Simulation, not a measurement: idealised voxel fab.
This is a process module. Its name is voxel lift off.
This is section cut - it's 210 nm across, gridded in 5 nm square cells.
Format of a cross-section: grid, square cells. Given as bands. Order: top down. Band: one or more rows of cells. This entry defines a band. It first specifies the height of the band's top and the height of its bottom in nm, and then specifies the band's materials from left to right, stating each material with its width in nm. The word "all across" identifies a single material that fills the band from edge to edge, while the word "empty" identifies empty space. It should be noted that heights are counted from 0, beneath which the wafer as supplied is of one material throughout, and that the lowest band possesses no lower boundary but continues downward, as written in "top 0, no bottom". The notation "30 to 40" denotes a width that varies across the rows of cells in the band, beginning at the first number in the top row, finishing at the second number in the bottom row, and changing by an identical amount from each row to the next. The designation "remained unchanged", where it is given for a processing step, indicates that no cell of the cross-section was altered in the course of that step. Reported under the label "Enclosed empty spaces" are the empty spaces having no open way to the top and comprising 8 cells or more; the notation for each is width x height at distance, in which the distance is measured from the left edge and all three values are in nm. Step line, after settings: the simulator's comment on this step. "overlay nm" answers the question of how far to the right of plan the mask lay on a step that has a mask, and when it is negative the answer is to the left.

**The steps planned for the process are as follows**
1: op RECEIVE | material Si
2: op CONFORMAL_DEP | material SiO2 | thk nm 5
3: op PATTERN | tone open | mask id LINES | material resist | width nm 20 | pitch nm 35 | thk nm 20 | overlay nm 0
4: op DIRECTIONAL_DEP | material Ru | thk nm 5
5: op STRIP | etch materials resist
6: op CONFORMAL_DEP | material SiCN | thk nm 10

**The following pertains to the first of two wafers, which was processed as planned**

**Incoming wafer, cross-sectional view, post step 1**
top 0, no bottom | Si all across
Enclosed empty spaces: none

**The wafer, seen in cross-section, after step 2**
top 5, bottom 0 | SiO2 all across
Lower than 0, everything is as it was.

**The wafer, seen in cross-section, after step 3**
top 25, bottom 5 | 60 nm resist  20 nm empty  15 nm resist  20 nm empty  15 nm resist  20 nm empty  60 nm resist
Lower than 5, everything is as it was.

**The wafer, seen in cross-section, after step 4**
top 30, bottom 25 | 60 nm Ru  20 nm empty  15 nm Ru  20 nm empty  15 nm Ru  20 nm empty  60 nm Ru
top 25, bottom 10 | 60 nm resist  20 nm empty  15 nm resist  20 nm empty  15 nm resist  20 nm empty  60 nm resist
top 10, bottom 5 | 60 nm resist  20 nm Ru  15 nm resist  20 nm Ru  15 nm resist  20 nm Ru  60 nm resist
Lower than 5, everything is as it was.

**The wafer, seen in cross-section, after step 5**
top 10, bottom 5 | 60 nm empty  20 nm Ru  15 nm empty  20 nm Ru  15 nm empty  20 nm Ru  60 nm empty
Lower than 5, everything is as it was.

**The wafer, seen in cross-section, after step 6**
top 20, bottom 15 | 50 nm empty  110 nm SiCN  50 nm empty
top 15, bottom 10 | SiCN all across
top 10, bottom 5 | 60 nm SiCN  20 nm Ru  15 nm SiCN  20 nm Ru  15 nm SiCN  20 nm Ru  60 nm SiCN
Lower than 5, everything is as it was.

**For the second wafer, take the first wafer's start and plan, then add one mistake made in running it; everything through step 3, that step included, is shared with the first**

**Planned end of step 4: second wafer, cross-section**
top 40, bottom 25 | 60 nm Ru  20 nm empty  15 nm Ru  20 nm empty  15 nm Ru  20 nm empty  60 nm Ru
top 25, bottom 20 | 60 nm resist  20 nm empty  15 nm resist  20 nm empty  15 nm resist  20 nm empty  60 nm resist
top 20, bottom 5 | 60 nm resist  20 nm Ru  15 nm resist  20 nm Ru  15 nm resist  20 nm Ru  60 nm resist
Lower than 5, everything is as it was.

**Planned end of step 5: second wafer, cross-section**
top 20, bottom 5 | 60 nm empty  20 nm Ru  15 nm empty  20 nm Ru  15 nm empty  20 nm Ru  60 nm empty
Lower than 5, everything is as it was.

**Planned end of step 6: second wafer, cross-section**
top 30, bottom 20 | 50 nm empty  110 nm SiCN  50 nm empty
top 20, bottom 15 | 50 nm empty  10 nm SiCN  20 nm Ru  15 nm SiCN  20 nm Ru  15 nm SiCN  20 nm Ru  10 nm SiCN  50 nm empty
top 15, bottom 5 | 60 nm SiCN  20 nm Ru  15 nm SiCN  20 nm Ru  15 nm SiCN  20 nm Ru  60 nm SiCN
Lower than 5, everything is as it was.
Diagnosis: rather than as planned, step 4 actually ran as op DIRECTIONAL_DEP | material Ru | thk nm 15
at the end the second wafer has, in cells: Ru: 24 more, SiCN: 20 more
